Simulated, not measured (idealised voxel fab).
process module | voxel fin reveal
cross-section cut | 280 nm wide | cells 5 nm
A cross-section is a grid of square cells, given in bands from the top down. A band is one or more rows of cells.
Each band's line starts with the height of the band's top and of its bottom, in nm. Then come its materials from left to right, each with its width in nm. One material with "throughout" fills the band from edge to edge. "air" is empty space.
Height 0 is the level under which the wafer as received is all one material. The lowest band goes on downwards, as in "0 down".
A width such as "30 to 40" changes by the same amount from each row of cells to the next, from the band's top row to its bottom row.
"no change" after a step means that no cell of the cross-section changed.
closed voids: empty space of 8 cells or more with no open way to the top, each as width x height at its distance from the left edge, in nm
after a step's settings: what the simulator itself notes on the step
overlay nm, on a step with a mask: how far to the right of its planned place the mask lay; to the left if negative
plan
1 op RECEIVE | material Si
2 op CONFORMAL_DEP | material SiN | thk nm 5
3 op MASKED_ETCH | tone cover | mask id FINS | width nm 15 | pitch nm 40 | etch materials SiN | depth nm 5 | overlay nm 0
4 op MASKED_ETCH | tone cover | mask id FINS | width nm 15 | pitch nm 40 | etch materials Si | depth nm 35 | overlay nm 0
5 op OXIDIZE | depth nm 5
6 op FILL_DEP | material SiO2 | thk nm 15
7 op CMP | height nm 5
8 op SELECTIVE_ETCH | etch materials SiO2 | depth nm 30
9 op STRIP | etch materials SiN
as received, after step 1
  0 down: Si throughout
  closed voids: none
a wafer at the end: this start, this plan, one mistake
  0 to -25: air 95 | Si 5 | air 35 | Si 5 | air 35 | Si 5 | air 100
  -25 to -75: SiO2 95 | Si 5 | SiO2 35 | Si 5 | SiO2 35 | Si 5 | SiO2 100
  -75 down: Si throughout
  closed voids: none
what went wrong: step 4 was run twice
